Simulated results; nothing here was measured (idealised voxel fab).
Herein follows the process module entitled voxel ribs on slabs.
Displayed cross-section: cut, width of 295 nm, square cells sized 5 nm.
If you're reading a cross-section in this doc, picture square cells in a grid; it comes to you as bands, top ones listed first down to the bottom, and a band can be one or more rows of cells.
Within each band entry, the heights of the top and of the bottom of the band appear first, in that order and in nm; the materials of the band then follow from left to right, each with its corresponding width in nm. The designation "everywhere" on a single material indicates that it fills the band from edge to edge; the designation "blank" indicates empty space.
Height 0 is the level under which the wafer as received is all one material. The lowest band goes on downwards, as in "0 and below".
It should be noted that a width expressed as "30..40" varies in equal increments from row to row of cells within the band, taking the value of the first number at the top row and that of the second number at the bottom row.
For the purposes of this document, the phrase "nothing altered" attached to a step denotes that no cell within the cross-section was modified by that step.
Voids not open to the top, 8 cells minimum: see "closed voids". Written width x height at distance; distance is from the left edge; nm.
It should be noted that, on the line of a given step, the content following the step's settings is a remark produced by the simulator itself with respect to that step.
Steps that use a mask can have "overlay nm" on their line. It says how far the mask sat to the right of where it was meant to be. Negative means to the left.
These are the steps we planned for the process:
1: RECEIVE,material Si
2: DIRECTIONAL_DEP,material SiO2,thk nm 25
3: DIRECTIONAL_DEP,material polySi,thk nm 15
4: PATTERN,tone cover,mask id RIB,material resist,width nm 30,thk nm 15,overlay nm 0
5: DIRECTIONAL_ETCH,etch materials polySi,depth nm 5
6: STRIP,etch materials resist
7: MASKED_ETCH,tone cover,mask id SLAB,width nm 60,etch materials polySi,depth nm 10,overlay nm 0
8: FILL_DEP,material SiO2,thk nm 20
9: CMP,height nm 55
10: DIRECTIONAL_DEP,material TiN,thk nm 5
11: MASKED_ETCH,tone cover,mask id HEATER,width nm 40,etch materials TiN,depth nm 5,overlay nm 0
12: CONFORMAL_DEP,material SiN,thk nm 5
First wafer, two in total, run as planned:
Cross-sectional view of the wafer in its as-received condition, corresponding to the state after step 1:
	0 and below = Si everywhere
	closed voids: none
Cross-section through the wafer, step 2 finished:
	25 down to 0 = SiO2 everywhere
	Below a height of 0, the structure has not been altered.
Cross-section through the wafer, step 3 finished:
	40 down to 25 = polySi everywhere
	Below a height of 25, the structure has not been altered.
Cross-section through the wafer, step 4 finished:
	55 down to 40 = 130 of blank | 30 of resist | 135 of blank
	Below a height of 40, the structure has not been altered.
Cross-section through the wafer, step 5 finished:
	55 down to 40 = 130 of blank | 30 of resist | 135 of blank
	40 down to 35 = 130 of blank | 30 of polySi | 135 of blank
	Below a height of 35, the structure has not been altered.
Cross-section through the wafer, step 6 finished:
	40 down to 35 = 130 of blank | 30 of polySi | 135 of blank
	Below a height of 35, the structure has not been altered.
Cross-section through the wafer, step 7 finished:
	40 down to 35 = 130 of blank | 30 of polySi | 135 of blank
	35 down to 25 = 115 of blank | 60 of polySi | 120 of blank
	Below a height of 25, the structure has not been altered.
Cross-section through the wafer, step 8 finished:
	60 down to 40 = SiO2 everywhere
	40 down to 35 = 130 of SiO2 | 30 of polySi | 135 of SiO2
	35 down to 25 = 115 of SiO2 | 60 of polySi | 120 of SiO2
	Below a height of 25, the structure has not been altered.
Cross-section through the wafer, step 9 finished:
	55 down to 40 = SiO2 everywhere
	Below a height of 40, the structure has not been altered.
Cross-section through the wafer, step 10 finished:
	60 down to 55 = TiN everywhere
	Below a height of 55, the structure has not been altered.
Cross-section through the wafer, step 11 finished:
	60 down to 55 = 125 of blank | 40 of TiN | 130 of blank
	Below a height of 55, the structure has not been altered.
Cross-section through the wafer, step 12 finished:
	65 down to 60 = 120 of blank | 50 of SiN | 125 of blank
	60 down to 55 = 125 of SiN | 40 of TiN | 130 of SiN
	Below a height of 55, the structure has not been altered.
Wafer two. Identical start, identical plan. One mistake in execution. Identical history through step 1:
The second wafer in cross-section, at the planned close of step 2:
	50 down to 0 = SiO2 everywhere
	Below a height of 0, the structure has not been altered.
The second wafer in cross-section, at the planned close of step 3:
	65 down to 50 = polySi everywhere
	Below a height of 50, the structure has not been altered.
The second wafer in cross-section, at the planned close of step 4:
	80 down to 65 = 130 of blank | 30 of resist | 135 of blank
	Below a height of 65, the structure has not been altered.
The second wafer in cross-section, at the planned close of step 5:
	80 down to 65 = 130 of blank | 30 of resist | 135 of blank
	65 down to 60 = 130 of blank | 30 of polySi | 135 of blank
	Below a height of 60, the structure has not been altered.
The second wafer in cross-section, at the planned close of step 6:
	65 down to 60 = 130 of blank | 30 of polySi | 135 of blank
	Below a height of 60, the structure has not been altered.
The second wafer in cross-section, at the planned close of step 7:
	65 down to 60 = 130 of blank | 30 of polySi | 135 of blank
	60 down to 50 = 115 of blank | 60 of polySi | 120 of blank
	Below a height of 50, the structure has not been altered.
The second wafer in cross-section, at the planned close of step 8:
	85 down to 65 = SiO2 everywhere
	65 down to 60 = 130 of SiO2 | 30 of polySi | 135 of SiO2
	60 down to 50 = 115 of SiO2 | 60 of polySi | 120 of SiO2
	Below a height of 50, the structure has not been altered.
The second wafer in cross-section, at the planned close of step 9:
	55 down to 50 = 115 of SiO2 | 60 of polySi | 120 of SiO2
	Below a height of 50, the structure has not been altered.
The second wafer in cross-section, at the planned close of step 10:
	60 down to 55 = TiN everywhere
	Below a height of 55, the structure has not been altered.
The second wafer in cross-section, at the planned close of step 11:
	60 down to 55 = 125 of blank | 40 of TiN | 130 of blank
	Below a height of 55, the structure has not been altered.
The second wafer in cross-section, at the planned close of step 12:
	65 down to 60 = 120 of blank | 50 of SiN | 125 of blank
	60 down to 55 = 125 of SiN | 40 of TiN | 130 of SiN
	Below a height of 55, the structure has not been altered.
In executing the process, a mistake was made relative to the plan: twice over, step 2 of the plan was run
The final cell counts differ between the wafers, with the second having more or fewer of some materials than the first: SiO2 +18, polySi -18
